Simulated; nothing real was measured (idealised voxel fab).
process module | voxel trench capacitor
cross-section cut | 260 nm wide | cells 5 nm
A cross-section is a grid of square cells, given in bands from the top down. A band is one or more rows of cells.
Each band's line starts with the height of the band's top and of its bottom, in nm. Then come its materials from left to right, each with its width in nm. One material with "throughout" fills the band from edge to edge. "air" is empty space.
Height 0 is the level under which the wafer as received is all one material. The lowest band goes on downwards, as in "0 down".
A width such as "30 to 40" changes by the same amount from each row of cells to the next, from the band's top row to its bottom row.
"no change" after a step means that no cell of the cross-section changed.
closed voids: empty space of 8 cells or more with no open way to the top, each as width x height at its distance from the left edge, in nm
after a step's settings: what the simulator itself notes on the step
overlay nm, on a step with a mask: how far to the right of its planned place the mask lay; to the left if negative
plan
1 op RECEIVE | material Si
2 op CONFORMAL_DEP | material SiN | thk nm 10
3 op DIRECTIONAL_DEP | material aC | thk nm 15
4 op PATTERN | tone open | mask id TRENCH | material resist | width nm 30 | pitch nm 55 | thk nm 30 | overlay nm 0
5 op DIRECTIONAL_ETCH | etch materials aC | depth nm 15
6 op STRIP | etch materials resist
7 op DIRECTIONAL_ETCH | etch materials SiN | depth nm 10
8 op DIRECTIONAL_ETCH | etch materials Si | depth nm 30
9 op STRIP | etch materials aC
10 op CONFORMAL_DEP | material HfO2 | thk nm 5
11 op CONFORMAL_DEP | material TiN | thk nm 5
12 op FILL_DEP | material W | thk nm 10
13 op CMP | height nm 10
first wafer, as planned
as received, after step 1
  0 down: Si throughout
  closed voids: none
after step 2
  10 to 0: SiN throughout
  below 0: unchanged
after step 3
  25 to 10: aC throughout
  below 10: unchanged
after step 4
  55 to 25: resist 30 | air 30 | resist 25 | air 30 | resist 25 | air 30 | resist 25 | air 30 | resist 35
  below 25: unchanged
after step 5
  40 to 25: resist 30 | air 30 | resist 25 | air 30 | resist 25 | air 30 | resist 25 | air 30 | resist 35
  25 to 10: aC 30 | air 30 | aC 25 | air 30 | aC 25 | air 30 | aC 25 | air 30 | aC 35
  below 10: unchanged
after step 6
  25 to 10: aC 30 | air 30 | aC 25 | air 30 | aC 25 | air 30 | aC 25 | air 30 | aC 35
  below 10: unchanged
after step 7
  25 to 10: aC 30 | air 30 | aC 25 | air 30 | aC 25 | air 30 | aC 25 | air 30 | aC 35
  10 to 0: SiN 30 | air 30 | SiN 25 | air 30 | SiN 25 | air 30 | SiN 25 | air 30 | SiN 35
  below 0: unchanged
after step 8
  25 to 10: aC 30 | air 30 | aC 25 | air 30 | aC 25 | air 30 | aC 25 | air 30 | aC 35
  10 to 0: SiN 30 | air 30 | SiN 25 | air 30 | SiN 25 | air 30 | SiN 25 | air 30 | SiN 35
  0 to -30: Si 30 | air 30 | Si 25 | air 30 | Si 25 | air 30 | Si 25 | air 30 | Si 35
  below -30: unchanged
after step 9
  10 to 0: SiN 30 | air 30 | SiN 25 | air 30 | SiN 25 | air 30 | SiN 25 | air 30 | SiN 35
  below 0: unchanged
after step 10
  15 to 10: HfO2 35 | air 20 | HfO2 35 | air 20 | HfO2 35 | air 20 | HfO2 35 | air 20 | HfO2 40
  10 to 0: SiN 30 | HfO2 5 | air 20 | HfO2 5 | SiN 25 | HfO2 5 | air 20 | HfO2 5 | SiN 25 | HfO2 5 | air 20 | HfO2 5 | SiN 25 | HfO2 5 | air 20 | HfO2 5 | SiN 35
  0 to -25: Si 30 | HfO2 5 | air 20 | HfO2 5 | Si 25 | HfO2 5 | air 20 | HfO2 5 | Si 25 | HfO2 5 | air 20 | HfO2 5 | Si 25 | HfO2 5 | air 20 | HfO2 5 | Si 35
  -25 to -30: Si 30 | HfO2 30 | Si 25 | HfO2 30 | Si 25 | HfO2 30 | Si 25 | HfO2 30 | Si 35
  below -30: unchanged
after step 11
  20 to 15: TiN 40 | air 10 | TiN 45 | air 10 | TiN 45 | air 10 | TiN 45 | air 10 | TiN 45
  15 to 10: HfO2 35 | TiN 5 | air 10 | TiN 5 | HfO2 35 | TiN 5 | air 10 | TiN 5 | HfO2 35 | TiN 5 | air 10 | TiN 5 | HfO2 35 | TiN 5 | air 10 | TiN 5 | HfO2 40
  10 to 0: SiN 30 | HfO2 5 | TiN 5 | air 10 | TiN 5 | HfO2 5 | SiN 25 | HfO2 5 | TiN 5 | air 10 | TiN 5 | HfO2 5 | SiN 25 | HfO2 5 | TiN 5 | air 10 | TiN 5 | HfO2 5 | SiN 25 | HfO2 5 | TiN 5 | air 10 | TiN 5 | HfO2 5 | SiN 35
  0 to -20: Si 30 | HfO2 5 | TiN 5 | air 10 | TiN 5 | HfO2 5 | Si 25 | HfO2 5 | TiN 5 | air 10 | TiN 5 | HfO2 5 | Si 25 | HfO2 5 | TiN 5 | air 10 | TiN 5 | HfO2 5 | Si 25 | HfO2 5 | TiN 5 | air 10 | TiN 5 | HfO2 5 | Si 35
  -20 to -25: Si 30 | HfO2 5 | TiN 20 | HfO2 5 | Si 25 | HfO2 5 | TiN 20 | HfO2 5 | Si 25 | HfO2 5 | TiN 20 | HfO2 5 | Si 25 | HfO2 5 | TiN 20 | HfO2 5 | Si 35
  below -25: unchanged
after step 12
  30 to 20: W throughout
  20 to 15: TiN 40 | W 10 | TiN 45 | W 10 | TiN 45 | W 10 | TiN 45 | W 10 | TiN 45
  15 to 10: HfO2 35 | TiN 5 | W 10 | TiN 5 | HfO2 35 | TiN 5 | W 10 | TiN 5 | HfO2 35 | TiN 5 | W 10 | TiN 5 | HfO2 35 | TiN 5 | W 10 | TiN 5 | HfO2 40
  10 to 0: SiN 30 | HfO2 5 | TiN 5 | W 10 | TiN 5 | HfO2 5 | SiN 25 | HfO2 5 | TiN 5 | W 10 | TiN 5 | HfO2 5 | SiN 25 | HfO2 5 | TiN 5 | W 10 | TiN 5 | HfO2 5 | SiN 25 | HfO2 5 | TiN 5 | W 10 | TiN 5 | HfO2 5 | SiN 35
  0 to -20: Si 30 | HfO2 5 | TiN 5 | W 10 | TiN 5 | HfO2 5 | Si 25 | HfO2 5 | TiN 5 | W 10 | TiN 5 | HfO2 5 | Si 25 | HfO2 5 | TiN 5 | W 10 | TiN 5 | HfO2 5 | Si 25 | HfO2 5 | TiN 5 | W 10 | TiN 5 | HfO2 5 | Si 35
  below -20: unchanged
after step 13
  10 to 0: SiN 30 | HfO2 5 | TiN 5 | W 10 | TiN 5 | HfO2 5 | SiN 25 | HfO2 5 | TiN 5 | W 10 | TiN 5 | HfO2 5 | SiN 25 | HfO2 5 | TiN 5 | W 10 | TiN 5 | HfO2 5 | SiN 25 | HfO2 5 | TiN 5 | W 10 | TiN 5 | HfO2 5 | SiN 35
  below 0: unchanged
second wafer: like start, like plan, one mistake. Through step 1 it matches the first wafer
when step 2 should have ended
  10 to 0: W throughout
  below 0: unchanged
when step 3 should have ended
  25 to 10: aC throughout
  below 10: unchanged
when step 4 should have ended
  55 to 25: resist 30 | air 30 | resist 25 | air 30 | resist 25 | air 30 | resist 25 | air 30 | resist 35
  below 25: unchanged
when step 5 should have ended
  40 to 25: resist 30 | air 30 | resist 25 | air 30 | resist 25 | air 30 | resist 25 | air 30 | resist 35
  25 to 10: aC 30 | air 30 | aC 25 | air 30 | aC 25 | air 30 | aC 25 | air 30 | aC 35
  below 10: unchanged
when step 6 should have ended
  25 to 10: aC 30 | air 30 | aC 25 | air 30 | aC 25 | air 30 | aC 25 | air 30 | aC 35
  below 10: unchanged
when step 7 should have ended: no change
when step 8 should have ended: no change
when step 9 should have ended
  10 to 0: W throughout
  below 0: unchanged
when step 10 should have ended
  15 to 10: HfO2 throughout
  below 10: unchanged
when step 11 should have ended
  20 to 15: TiN throughout
  below 15: unchanged
when step 12 should have ended
  30 to 20: W throughout
  below 20: unchanged
when step 13 should have ended
  10 to 0: W throughout
  below 0: unchanged
what went wrong: step 2 ran as: op CONFORMAL_DEP | material W | thk nm 10
at the end the second wafer has, in cells: 80 fewer of HfO2 | 144 more of Si | 56 fewer of SiN | 64 fewer of TiN | 56 more of W
